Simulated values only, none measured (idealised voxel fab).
process module | voxel transistor to metal
cross-section cut | 195 nm wide | cells 5 nm
A cross-section is a grid of square cells, given in bands from the top down. A band is one or more rows of cells.
Each band's line starts with the height of the band's top and of its bottom, in nm. Then come its materials from left to right, each with its width in nm. One material with "throughout" fills the band from edge to edge. "air" is empty space.
Height 0 is the level under which the wafer as received is all one material. The lowest band goes on downwards, as in "0 down".
A width such as "30 to 40" changes by the same amount from each row of cells to the next, from the band's top row to its bottom row.
"no change" after a step means that no cell of the cross-section changed.
closed voids: empty space of 8 cells or more with no open way to the top, each as width x height at its distance from the left edge, in nm
after a step's settings: what the simulator itself notes on the step
overlay nm, on a step with a mask: how far to the right of its planned place the mask lay; to the left if negative
plan
1 op RECEIVE | material Si
2 op CONFORMAL_DEP | material SiO2 | thk nm 5
3 op CONFORMAL_DEP | material SiN | thk nm 10
4 op DIRECTIONAL_DEP | material aC | thk nm 10
5 op PATTERN | tone cover | mask id ACTIVE | material resist | width nm 115 | thk nm 25 | overlay nm 0
6 op DIRECTIONAL_ETCH | etch materials aC | depth nm 10
7 op STRIP | etch materials resist
8 op DIRECTIONAL_ETCH | etch materials SiN | depth nm 10
9 op DIRECTIONAL_ETCH | etch materials SiO2 | depth nm 5
10 op DIRECTIONAL_ETCH | etch materials Si | depth nm 25
11 op STRIP | etch materials aC
12 op FILL_DEP | material SiO2 | thk nm 5
13 op CMP | height nm 15
14 op SELECTIVE_ETCH | etch materials SiO2 | depth nm 10
15 op STRIP | etch materials SiN
16 op SELECTIVE_ETCH | etch materials SiO2 | depth nm 5
17 op OXIDIZE | depth nm 5
18 op DIRECTIONAL_DEP | material polySi | thk nm 25
19 op DIRECTIONAL_DEP | material SiCN | thk nm 15
20 op MASKED_ETCH | tone cover | mask id GATE | width nm 25 | etch materials SiCN | depth nm 25 | overlay nm 0
21 op MASKED_ETCH | tone cover | mask id GATE | width nm 25 | etch materials polySi | depth nm 35 | overlay nm 0
22 op CONFORMAL_DEP | material SiO2 | thk nm 5
23 op DIRECTIONAL_ETCH | etch materials SiO2 | depth nm 5
24 op CONFORMAL_DEP | material SiN | thk nm 10
25 op DIRECTIONAL_ETCH | etch materials SiN | depth nm 10
26 op DIRECTIONAL_ETCH | etch materials SiO2 | depth nm 5
27 op DIRECTIONAL_ETCH | etch materials Si | depth nm 5
28 op EPI | material SiGe | thk nm 10
29 op FILL_DEP | material SiO2 | thk nm 5
30 op CMP | height nm 25
31 op STRIP | etch materials polySi
32 op SELECTIVE_ETCH | etch materials SiO2 | depth nm 5
33 op CONFORMAL_DEP | material HfO2 | thk nm 5
34 op CONFORMAL_DEP | material TiN | thk nm 5
35 op FILL_DEP | material W | thk nm 5
36 op CMP | height nm 20
37 op DIRECTIONAL_DEP | material SiO2 | thk nm 10
38 op MASKED_ETCH | tone open | mask id CONTACT | width nm 20 | pitch nm 75 | etch materials SiO2 | depth nm 30 | overlay nm 0
39 op CONFORMAL_DEP | material TiN | thk nm 5
40 op FILL_DEP | material W | thk nm 5
41 op CMP | height nm 30
42 op CONFORMAL_DEP | material SiCN | thk nm 5
43 op DIRECTIONAL_DEP | material SiO2 | thk nm 15
44 op DIRECTIONAL_DEP | material aC | thk nm 15
45 op PATTERN | tone open | mask id METAL_1 | material resist | width nm 20 | pitch nm 75 | thk nm 30 | overlay nm 0
46 op DIRECTIONAL_ETCH | etch materials aC | depth nm 15
47 op STRIP | etch materials resist
48 op DIRECTIONAL_ETCH | etch materials SiO2 | depth nm 15
49 op DIRECTIONAL_ETCH | etch materials SiCN | depth nm 5
50 op STRIP | etch materials aC
51 op CONFORMAL_DEP | material TiN | thk nm 5
52 op FILL_DEP | material Ru | thk nm 5
53 op CMP | height nm 50
54 op CONFORMAL_DEP | material SiN | thk nm 5
first wafer, as planned
as received, after step 1
  0 down: Si throughout
  closed voids: none
after step 2
  5 to 0: SiO2 throughout
  below 0: unchanged
after step 3
  15 to 5: SiN throughout
  below 5: unchanged
after step 4
  25 to 15: aC throughout
  below 15: unchanged
after step 5
  50 to 25: air 40 | resist 115 | air 40
  below 25: unchanged
after step 6
  40 to 25: air 40 | resist 115 | air 40
  25 to 15: air 40 | aC 115 | air 40
  below 15: unchanged
after step 7
  25 to 15: air 40 | aC 115 | air 40
  below 15: unchanged
after step 8
  25 to 15: air 40 | aC 115 | air 40
  15 to 5: air 40 | SiN 115 | air 40
  below 5: unchanged
after step 9
  25 to 15: air 40 | aC 115 | air 40
  15 to 5: air 40 | SiN 115 | air 40
  5 to 0: air 40 | SiO2 115 | air 40
  below 0: unchanged
after step 10
  25 to 15: air 40 | aC 115 | air 40
  15 to 5: air 40 | SiN 115 | air 40
  5 to 0: air 40 | SiO2 115 | air 40
  0 to -25: air 40 | Si 115 | air 40
  below -25: unchanged
after step 11
  15 to 5: air 40 | SiN 115 | air 40
  below 5: unchanged
after step 12
  20 to 15: SiO2 throughout
  15 to 5: SiO2 40 | SiN 115 | SiO2 40
  5 to 0: SiO2 throughout
  0 to -25: SiO2 40 | Si 115 | SiO2 40
  below -25: unchanged
after step 13
  15 to 5: SiO2 40 | SiN 115 | SiO2 40
  below 5: unchanged
after step 14
  15 to 5: air 40 | SiN 115 | air 40
  below 5: unchanged
after step 15
  5 to 0: SiO2 throughout
  below 0: unchanged
after step 16
  0 to -25: SiO2 40 | Si 115 | SiO2 40
  below -25: unchanged
after step 17
  0 to -5: SiO2 throughout
  below -5: unchanged
after step 18
  25 to 0: polySi throughout
  below 0: unchanged
after step 19
  40 to 25: SiCN throughout
  below 25: unchanged
after step 20
  40 to 25: air 85 | SiCN 25 | air 85
  below 25: unchanged
after step 21
  40 to 25: air 85 | SiCN 25 | air 85
  25 to 0: air 85 | polySi 25 | air 85
  below 0: unchanged
after step 22
  45 to 40: air 80 | SiO2 35 | air 80
  40 to 25: air 80 | SiO2 5 | SiCN 25 | SiO2 5 | air 80
  25 to 5: air 80 | SiO2 5 | polySi 25 | SiO2 5 | air 80
  5 to 0: SiO2 85 | polySi 25 | SiO2 85
  below 0: unchanged
after step 23
  40 to 25: air 80 | SiO2 5 | SiCN 25 | SiO2 5 | air 80
  25 to 0: air 80 | SiO2 5 | polySi 25 | SiO2 5 | air 80
  below 0: unchanged
after step 24
  50 to 40: air 70 | SiN 55 | air 70
  40 to 25: air 70 | SiN 10 | SiO2 5 | SiCN 25 | SiO2 5 | SiN 10 | air 70
  25 to 10: air 70 | SiN 10 | SiO2 5 | polySi 25 | SiO2 5 | SiN 10 | air 70
  10 to 0: SiN 80 | SiO2 5 | polySi 25 | SiO2 5 | SiN 80
  below 0: unchanged
after step 25
  40 to 25: air 70 | SiN 10 | SiO2 5 | SiCN 25 | SiO2 5 | SiN 10 | air 70
  25 to 0: air 70 | SiN 10 | SiO2 5 | polySi 25 | SiO2 5 | SiN 10 | air 70
  below 0: unchanged
after step 26
  40 to 35: air 70 | SiN 10 | air 5 | SiCN 25 | air 5 | SiN 10 | air 70
  35 to 25: air 70 | SiN 10 | SiO2 5 | SiCN 25 | SiO2 5 | SiN 10 | air 70
  25 to 0: air 70 | SiN 10 | SiO2 5 | polySi 25 | SiO2 5 | SiN 10 | air 70
  0 to -5: air 70 | SiO2 55 | air 70
  below -5: unchanged
after step 27
  40 to 35: air 70 | SiN 10 | air 5 | SiCN 25 | air 5 | SiN 10 | air 70
  35 to 25: air 70 | SiN 10 | SiO2 5 | SiCN 25 | SiO2 5 | SiN 10 | air 70
  25 to 0: air 70 | SiN 10 | SiO2 5 | polySi 25 | SiO2 5 | SiN 10 | air 70
  0 to -5: air 70 | SiO2 55 | air 70
  -5 to -10: SiO2 40 | air 30 | Si 55 | air 30 | SiO2 40
  below -10: unchanged
after step 28
  40 to 35: air 70 | SiN 10 | air 5 | SiCN 25 | air 5 | SiN 10 | air 70
  35 to 25: air 70 | SiN 10 | SiO2 5 | SiCN 25 | SiO2 5 | SiN 10 | air 70
  25 to 5: air 70 | SiN 10 | SiO2 5 | polySi 25 | SiO2 5 | SiN 10 | air 70
  5 to 0: air 60 | SiGe 10 | SiN 10 | SiO2 5 | polySi 25 | SiO2 5 | SiN 10 | SiGe 10 | air 60
  0 to -5: air 35 | SiGe 35 | SiO2 55 | SiGe 35 | air 35
  -5 to -10: SiO2 40 | SiGe 30 | Si 55 | SiGe 30 | SiO2 40
  below -10: unchanged
after step 29
  45 to 40: SiO2 throughout
  40 to 25: SiO2 70 | SiN 10 | SiO2 5 | SiCN 25 | SiO2 5 | SiN 10 | SiO2 70
  25 to 5: SiO2 70 | SiN 10 | SiO2 5 | polySi 25 | SiO2 5 | SiN 10 | SiO2 70
  5 to 0: SiO2 60 | SiGe 10 | SiN 10 | SiO2 5 | polySi 25 | SiO2 5 | SiN 10 | SiGe 10 | SiO2 60
  0 to -5: SiO2 35 | SiGe 35 | SiO2 55 | SiGe 35 | SiO2 35
  below -5: unchanged
after step 30
  25 to 5: SiO2 70 | SiN 10 | SiO2 5 | polySi 25 | SiO2 5 | SiN 10 | SiO2 70
  below 5: unchanged
after step 31
  25 to 5: SiO2 70 | SiN 10 | SiO2 5 | air 25 | SiO2 5 | SiN 10 | SiO2 70
  5 to 0: SiO2 60 | SiGe 10 | SiN 10 | SiO2 5 | air 25 | SiO2 5 | SiN 10 | SiGe 10 | SiO2 60
  below 0: unchanged
after step 32
  25 to 20: air 70 | SiN 10 | air 35 | SiN 10 | air 70
  20 to 5: SiO2 70 | SiN 10 | air 35 | SiN 10 | SiO2 70
  5 to 0: SiO2 60 | SiGe 10 | SiN 10 | air 35 | SiN 10 | SiGe 10 | SiO2 60
  0 to -5: SiO2 35 | SiGe 35 | SiO2 10 | air 35 | SiO2 10 | SiGe 35 | SiO2 35
  below -5: unchanged
after step 33
  30 to 25: air 65 | HfO2 20 | air 25 | HfO2 20 | air 65
  25 to 20: HfO2 70 | SiN 10 | HfO2 5 | air 25 | HfO2 5 | SiN 10 | HfO2 70
  20 to 5: SiO2 70 | SiN 10 | HfO2 5 | air 25 | HfO2 5 | SiN 10 | SiO2 70
  5 to 0: SiO2 60 | SiGe 10 | SiN 10 | HfO2 5 | air 25 | HfO2 5 | SiN 10 | SiGe 10 | SiO2 60
  0 to -5: SiO2 35 | SiGe 35 | SiO2 10 | HfO2 35 | SiO2 10 | SiGe 35 | SiO2 35
  below -5: unchanged
after step 34
  35 to 30: air 60 | TiN 30 | air 15 | TiN 30 | air 60
  30 to 25: TiN 65 | HfO2 20 | TiN 5 | air 15 | TiN 5 | HfO2 20 | TiN 65
  25 to 20: HfO2 70 | SiN 10 | HfO2 5 | TiN 5 | air 15 | TiN 5 | HfO2 5 | SiN 10 | HfO2 70
  20 to 5: SiO2 70 | SiN 10 | HfO2 5 | TiN 5 | air 15 | TiN 5 | HfO2 5 | SiN 10 | SiO2 70
  5 to 0: SiO2 60 | SiGe 10 | SiN 10 | HfO2 5 | TiN 25 | HfO2 5 | SiN 10 | SiGe 10 | SiO2 60
  below 0: unchanged
after step 35
  40 to 35: W throughout
  35 to 30: W 60 | TiN 30 | W 15 | TiN 30 | W 60
  30 to 25: TiN 65 | HfO2 20 | TiN 5 | W 15 | TiN 5 | HfO2 20 | TiN 65
  25 to 20: HfO2 70 | SiN 10 | HfO2 5 | TiN 5 | W 15 | TiN 5 | HfO2 5 | SiN 10 | HfO2 70
  20 to 5: SiO2 70 | SiN 10 | HfO2 5 | TiN 5 | W 15 | TiN 5 | HfO2 5 | SiN 10 | SiO2 70
  below 5: unchanged
after step 36
  20 to 5: SiO2 70 | SiN 10 | HfO2 5 | TiN 5 | W 15 | TiN 5 | HfO2 5 | SiN 10 | SiO2 70
  below 5: unchanged
after step 37
  30 to 20: SiO2 throughout
  below 20: unchanged
after step 38
  30 to 20: SiO2 50 | air 20 | SiO2 55 | air 20 | SiO2 50
  20 to 5: SiO2 50 | air 20 | SiN 10 | HfO2 5 | TiN 5 | W 15 | TiN 5 | HfO2 5 | SiN 10 | air 20 | SiO2 50
  5 to 0: SiO2 50 | air 10 | SiGe 10 | SiN 10 | HfO2 5 | TiN 25 | HfO2 5 | SiN 10 | SiGe 10 | air 10 | SiO2 50
  below 0: unchanged
after step 39
  35 to 30: TiN 55 | air 10 | TiN 65 | air 10 | TiN 55
  30 to 20: SiO2 50 | TiN 5 | air 10 | TiN 5 | SiO2 55 | TiN 5 | air 10 | TiN 5 | SiO2 50
  20 to 10: SiO2 50 | TiN 5 | air 10 | TiN 5 | SiN 10 | HfO2 5 | TiN 5 | W 15 | TiN 5 | HfO2 5 | SiN 10 | TiN 5 | air 10 | TiN 5 | SiO2 50
  10 to 5: SiO2 50 | TiN 20 | SiN 10 | HfO2 5 | TiN 5 | W 15 | TiN 5 | HfO2 5 | SiN 10 | TiN 20 | SiO2 50
  5 to 0: SiO2 50 | TiN 10 | SiGe 10 | SiN 10 | HfO2 5 | TiN 25 | HfO2 5 | SiN 10 | SiGe 10 | TiN 10 | SiO2 50
  below 0: unchanged
after step 40
  40 to 35: W throughout
  35 to 30: TiN 55 | W 10 | TiN 65 | W 10 | TiN 55
  30 to 20: SiO2 50 | TiN 5 | W 10 | TiN 5 | SiO2 55 | TiN 5 | W 10 | TiN 5 | SiO2 50
  20 to 10: SiO2 50 | TiN 5 | W 10 | TiN 5 | SiN 10 | HfO2 5 | TiN 5 | W 15 | TiN 5 | HfO2 5 | SiN 10 | TiN 5 | W 10 | TiN 5 | SiO2 50
  below 10: unchanged
after step 41
  30 to 20: SiO2 50 | TiN 5 | W 10 | TiN 5 | SiO2 55 | TiN 5 | W 10 | TiN 5 | SiO2 50
  below 20: unchanged
after step 42
  35 to 30: SiCN throughout
  below 30: unchanged
after step 43
  50 to 35: SiO2 throughout
  below 35: unchanged
after step 44
  65 to 50: aC throughout
  below 50: unchanged
after step 45
  95 to 65: resist 50 | air 20 | resist 55 | air 20 | resist 50
  below 65: unchanged
after step 46
  80 to 65: resist 50 | air 20 | resist 55 | air 20 | resist 50
  65 to 50: aC 50 | air 20 | aC 55 | air 20 | aC 50
  below 50: unchanged
after step 47
  65 to 50: aC 50 | air 20 | aC 55 | air 20 | aC 50
  below 50: unchanged
after step 48
  65 to 50: aC 50 | air 20 | aC 55 | air 20 | aC 50
  50 to 35: SiO2 50 | air 20 | SiO2 55 | air 20 | SiO2 50
  below 35: unchanged
after step 49
  65 to 50: aC 50 | air 20 | aC 55 | air 20 | aC 50
  50 to 35: SiO2 50 | air 20 | SiO2 55 | air 20 | SiO2 50
  35 to 30: SiCN 50 | air 20 | SiCN 55 | air 20 | SiCN 50
  below 30: unchanged
after step 50
  50 to 35: SiO2 50 | air 20 | SiO2 55 | air 20 | SiO2 50
  below 35: unchanged
after step 51
  55 to 50: TiN 55 | air 10 | TiN 65 | air 10 | TiN 55
  50 to 35: SiO2 50 | TiN 5 | air 10 | TiN 5 | SiO2 55 | TiN 5 | air 10 | TiN 5 | SiO2 50
  35 to 30: SiCN 50 | TiN 20 | SiCN 55 | TiN 20 | SiCN 50
  below 30: unchanged
after step 52
  60 to 55: Ru throughout
  55 to 50: TiN 55 | Ru 10 | TiN 65 | Ru 10 | TiN 55
  50 to 35: SiO2 50 | TiN 5 | Ru 10 | TiN 5 | SiO2 55 | TiN 5 | Ru 10 | TiN 5 | SiO2 50
  below 35: unchanged
after step 53
  50 to 35: SiO2 50 | TiN 5 | Ru 10 | TiN 5 | SiO2 55 | TiN 5 | Ru 10 | TiN 5 | SiO2 50
  below 35: unchanged
after step 54
  55 to 50: SiN throughout
  below 50: unchanged
second wafer: like start, like plan, one mistake. Through step 9 it matches the first wafer
when step 10 should have ended
  25 to 15: air 40 | aC 115 | air 40
  15 to 5: air 40 | SiN 115 | air 40
  5 to 0: air 40 | SiO2 115 | air 40
  0 to -50: air 40 | Si 115 | air 40
  below -50: unchanged
when step 11 should have ended
  15 to 5: air 40 | SiN 115 | air 40
  below 5: unchanged
when step 12 should have ended
  20 to 15: SiO2 throughout
  15 to 5: SiO2 40 | SiN 115 | SiO2 40
  5 to 0: SiO2 throughout
  0 to -50: SiO2 40 | Si 115 | SiO2 40
  below -50: unchanged
when step 13 should have ended
  15 to 5: SiO2 40 | SiN 115 | SiO2 40
  below 5: unchanged
when step 14 should have ended
  15 to 5: air 40 | SiN 115 | air 40
  below 5: unchanged
when step 15 should have ended
  5 to 0: SiO2 throughout
  below 0: unchanged
when step 16 should have ended
  0 to -50: SiO2 40 | Si 115 | SiO2 40
  below -50: unchanged
when step 17 should have ended
  0 to -5: SiO2 throughout
  below -5: unchanged
when step 18 should have ended
  25 to 0: polySi throughout
  below 0: unchanged
when step 19 should have ended
  40 to 25: SiCN throughout
  below 25: unchanged
when step 20 should have ended
  40 to 25: air 85 | SiCN 25 | air 85
  below 25: unchanged
when step 21 should have ended
  40 to 25: air 85 | SiCN 25 | air 85
  25 to 0: air 85 | polySi 25 | air 85
  below 0: unchanged
when step 22 should have ended
  45 to 40: air 80 | SiO2 35 | air 80
  40 to 25: air 80 | SiO2 5 | SiCN 25 | SiO2 5 | air 80
  25 to 5: air 80 | SiO2 5 | polySi 25 | SiO2 5 | air 80
  5 to 0: SiO2 85 | polySi 25 | SiO2 85
  below 0: unchanged
when step 23 should have ended
  40 to 25: air 80 | SiO2 5 | SiCN 25 | SiO2 5 | air 80
  25 to 0: air 80 | SiO2 5 | polySi 25 | SiO2 5 | air 80
  below 0: unchanged
when step 24 should have ended
  50 to 40: air 70 | SiN 55 | air 70
  40 to 25: air 70 | SiN 10 | SiO2 5 | SiCN 25 | SiO2 5 | SiN 10 | air 70
  25 to 10: air 70 | SiN 10 | SiO2 5 | polySi 25 | SiO2 5 | SiN 10 | air 70
  10 to 0: SiN 80 | SiO2 5 | polySi 25 | SiO2 5 | SiN 80
  below 0: unchanged
when step 25 should have ended
  40 to 25: air 70 | SiN 10 | SiO2 5 | SiCN 25 | SiO2 5 | SiN 10 | air 70
  25 to 0: air 70 | SiN 10 | SiO2 5 | polySi 25 | SiO2 5 | SiN 10 | air 70
  below 0: unchanged
when step 26 should have ended
  40 to 35: air 70 | SiN 10 | air 5 | SiCN 25 | air 5 | SiN 10 | air 70
  35 to 25: air 70 | SiN 10 | SiO2 5 | SiCN 25 | SiO2 5 | SiN 10 | air 70
  25 to 0: air 70 | SiN 10 | SiO2 5 | polySi 25 | SiO2 5 | SiN 10 | air 70
  0 to -5: air 70 | SiO2 55 | air 70
  below -5: unchanged
when step 27 should have ended
  40 to 35: air 70 | SiN 10 | air 5 | SiCN 25 | air 5 | SiN 10 | air 70
  35 to 25: air 70 | SiN 10 | SiO2 5 | SiCN 25 | SiO2 5 | SiN 10 | air 70
  25 to 0: air 70 | SiN 10 | SiO2 5 | polySi 25 | SiO2 5 | SiN 10 | air 70
  0 to -5: air 70 | SiO2 55 | air 70
  -5 to -10: SiO2 40 | air 30 | Si 55 | air 30 | SiO2 40
  below -10: unchanged
when step 28 should have ended
  40 to 35: air 70 | SiN 10 | air 5 | SiCN 25 | air 5 | SiN 10 | air 70
  35 to 25: air 70 | SiN 10 | SiO2 5 | SiCN 25 | SiO2 5 | SiN 10 | air 70
  25 to 5: air 70 | SiN 10 | SiO2 5 | polySi 25 | SiO2 5 | SiN 10 | air 70
  5 to 0: air 60 | SiGe 10 | SiN 10 | SiO2 5 | polySi 25 | SiO2 5 | SiN 10 | SiGe 10 | air 60
  0 to -5: air 35 | SiGe 35 | SiO2 55 | SiGe 35 | air 35
  -5 to -10: SiO2 40 | SiGe 30 | Si 55 | SiGe 30 | SiO2 40
  below -10: unchanged
when step 29 should have ended
  45 to 40: SiO2 throughout
  40 to 25: SiO2 70 | SiN 10 | SiO2 5 | SiCN 25 | SiO2 5 | SiN 10 | SiO2 70
  25 to 5: SiO2 70 | SiN 10 | SiO2 5 | polySi 25 | SiO2 5 | SiN 10 | SiO2 70
  5 to 0: SiO2 60 | SiGe 10 | SiN 10 | SiO2 5 | polySi 25 | SiO2 5 | SiN 10 | SiGe 10 | SiO2 60
  0 to -5: SiO2 35 | SiGe 35 | SiO2 55 | SiGe 35 | SiO2 35
  below -5: unchanged
when step 30 should have ended
  25 to 5: SiO2 70 | SiN 10 | SiO2 5 | polySi 25 | SiO2 5 | SiN 10 | SiO2 70
  below 5: unchanged
when step 31 should have ended
  25 to 5: SiO2 70 | SiN 10 | SiO2 5 | air 25 | SiO2 5 | SiN 10 | SiO2 70
  5 to 0: SiO2 60 | SiGe 10 | SiN 10 | SiO2 5 | air 25 | SiO2 5 | SiN 10 | SiGe 10 | SiO2 60
  below 0: unchanged
when step 32 should have ended
  25 to 20: air 70 | SiN 10 | air 35 | SiN 10 | air 70
  20 to 5: SiO2 70 | SiN 10 | air 35 | SiN 10 | SiO2 70
  5 to 0: SiO2 60 | SiGe 10 | SiN 10 | air 35 | SiN 10 | SiGe 10 | SiO2 60
  0 to -5: SiO2 35 | SiGe 35 | SiO2 10 | air 35 | SiO2 10 | SiGe 35 | SiO2 35
  below -5: unchanged
when step 33 should have ended
  30 to 25: air 65 | HfO2 20 | air 25 | HfO2 20 | air 65
  25 to 20: HfO2 70 | SiN 10 | HfO2 5 | air 25 | HfO2 5 | SiN 10 | HfO2 70
  20 to 5: SiO2 70 | SiN 10 | HfO2 5 | air 25 | HfO2 5 | SiN 10 | SiO2 70
  5 to 0: SiO2 60 | SiGe 10 | SiN 10 | HfO2 5 | air 25 | HfO2 5 | SiN 10 | SiGe 10 | SiO2 60
  0 to -5: SiO2 35 | SiGe 35 | SiO2 10 | HfO2 35 | SiO2 10 | SiGe 35 | SiO2 35
  below -5: unchanged
when step 34 should have ended
  35 to 30: air 60 | TiN 30 | air 15 | TiN 30 | air 60
  30 to 25: TiN 65 | HfO2 20 | TiN 5 | air 15 | TiN 5 | HfO2 20 | TiN 65
  25 to 20: HfO2 70 | SiN 10 | HfO2 5 | TiN 5 | air 15 | TiN 5 | HfO2 5 | SiN 10 | HfO2 70
  20 to 5: SiO2 70 | SiN 10 | HfO2 5 | TiN 5 | air 15 | TiN 5 | HfO2 5 | SiN 10 | SiO2 70
  5 to 0: SiO2 60 | SiGe 10 | SiN 10 | HfO2 5 | TiN 25 | HfO2 5 | SiN 10 | SiGe 10 | SiO2 60
  below 0: unchanged
when step 35 should have ended
  40 to 35: W throughout
  35 to 30: W 60 | TiN 30 | W 15 | TiN 30 | W 60
  30 to 25: TiN 65 | HfO2 20 | TiN 5 | W 15 | TiN 5 | HfO2 20 | TiN 65
  25 to 20: HfO2 70 | SiN 10 | HfO2 5 | TiN 5 | W 15 | TiN 5 | HfO2 5 | SiN 10 | HfO2 70
  20 to 5: SiO2 70 | SiN 10 | HfO2 5 | TiN 5 | W 15 | TiN 5 | HfO2 5 | SiN 10 | SiO2 70
  below 5: unchanged
when step 36 should have ended
  20 to 5: SiO2 70 | SiN 10 | HfO2 5 | TiN 5 | W 15 | TiN 5 | HfO2 5 | SiN 10 | SiO2 70
  below 5: unchanged
when step 37 should have ended
  30 to 20: SiO2 throughout
  below 20: unchanged
when step 38 should have ended
  30 to 20: SiO2 50 | air 20 | SiO2 55 | air 20 | SiO2 50
  20 to 5: SiO2 50 | air 20 | SiN 10 | HfO2 5 | TiN 5 | W 15 | TiN 5 | HfO2 5 | SiN 10 | air 20 | SiO2 50
  5 to 0: SiO2 50 | air 10 | SiGe 10 | SiN 10 | HfO2 5 | TiN 25 | HfO2 5 | SiN 10 | SiGe 10 | air 10 | SiO2 50
  below 0: unchanged
when step 39 should have ended
  35 to 30: TiN 55 | air 10 | TiN 65 | air 10 | TiN 55
  30 to 20: SiO2 50 | TiN 5 | air 10 | TiN 5 | SiO2 55 | TiN 5 | air 10 | TiN 5 | SiO2 50
  20 to 10: SiO2 50 | TiN 5 | air 10 | TiN 5 | SiN 10 | HfO2 5 | TiN 5 | W 15 | TiN 5 | HfO2 5 | SiN 10 | TiN 5 | air 10 | TiN 5 | SiO2 50
  10 to 5: SiO2 50 | TiN 20 | SiN 10 | HfO2 5 | TiN 5 | W 15 | TiN 5 | HfO2 5 | SiN 10 | TiN 20 | SiO2 50
  5 to 0: SiO2 50 | TiN 10 | SiGe 10 | SiN 10 | HfO2 5 | TiN 25 | HfO2 5 | SiN 10 | SiGe 10 | TiN 10 | SiO2 50
  below 0: unchanged
when step 40 should have ended
  40 to 35: W throughout
  35 to 30: TiN 55 | W 10 | TiN 65 | W 10 | TiN 55
  30 to 20: SiO2 50 | TiN 5 | W 10 | TiN 5 | SiO2 55 | TiN 5 | W 10 | TiN 5 | SiO2 50
  20 to 10: SiO2 50 | TiN 5 | W 10 | TiN 5 | SiN 10 | HfO2 5 | TiN 5 | W 15 | TiN 5 | HfO2 5 | SiN 10 | TiN 5 | W 10 | TiN 5 | SiO2 50
  below 10: unchanged
when step 41 should have ended
  30 to 20: SiO2 50 | TiN 5 | W 10 | TiN 5 | SiO2 55 | TiN 5 | W 10 | TiN 5 | SiO2 50
  below 20: unchanged
when step 42 should have ended
  35 to 30: SiCN throughout
  below 30: unchanged
when step 43 should have ended
  50 to 35: SiO2 throughout
  below 35: unchanged
when step 44 should have ended
  65 to 50: aC throughout
  below 50: unchanged
when step 45 should have ended
  95 to 65: resist 50 | air 20 | resist 55 | air 20 | resist 50
  below 65: unchanged
when step 46 should have ended
  80 to 65: resist 50 | air 20 | resist 55 | air 20 | resist 50
  65 to 50: aC 50 | air 20 | aC 55 | air 20 | aC 50
  below 50: unchanged
when step 47 should have ended
  65 to 50: aC 50 | air 20 | aC 55 | air 20 | aC 50
  below 50: unchanged
when step 48 should have ended
  65 to 50: aC 50 | air 20 | aC 55 | air 20 | aC 50
  50 to 35: SiO2 50 | air 20 | SiO2 55 | air 20 | SiO2 50
  below 35: unchanged
when step 49 should have ended
  65 to 50: aC 50 | air 20 | aC 55 | air 20 | aC 50
  50 to 35: SiO2 50 | air 20 | SiO2 55 | air 20 | SiO2 50
  35 to 30: SiCN 50 | air 20 | SiCN 55 | air 20 | SiCN 50
  below 30: unchanged
when step 50 should have ended
  50 to 35: SiO2 50 | air 20 | SiO2 55 | air 20 | SiO2 50
  below 35: unchanged
when step 51 should have ended
  55 to 50: TiN 55 | air 10 | TiN 65 | air 10 | TiN 55
  50 to 35: SiO2 50 | TiN 5 | air 10 | TiN 5 | SiO2 55 | TiN 5 | air 10 | TiN 5 | SiO2 50
  35 to 30: SiCN 50 | TiN 20 | SiCN 55 | TiN 20 | SiCN 50
  below 30: unchanged
when step 52 should have ended
  60 to 55: Ru throughout
  55 to 50: TiN 55 | Ru 10 | TiN 65 | Ru 10 | TiN 55
  50 to 35: SiO2 50 | TiN 5 | Ru 10 | TiN 5 | SiO2 55 | TiN 5 | Ru 10 | TiN 5 | SiO2 50
  below 35: unchanged
when step 53 should have ended
  50 to 35: SiO2 50 | TiN 5 | Ru 10 | TiN 5 | SiO2 55 | TiN 5 | Ru 10 | TiN 5 | SiO2 50
  below 35: unchanged
when step 54 should have ended
  55 to 50: SiN throughout
  below 50: unchanged
what went wrong: step 10 was run twice
at the end the second wafer has, in cells: 80 fewer of Si | 80 more of SiO2
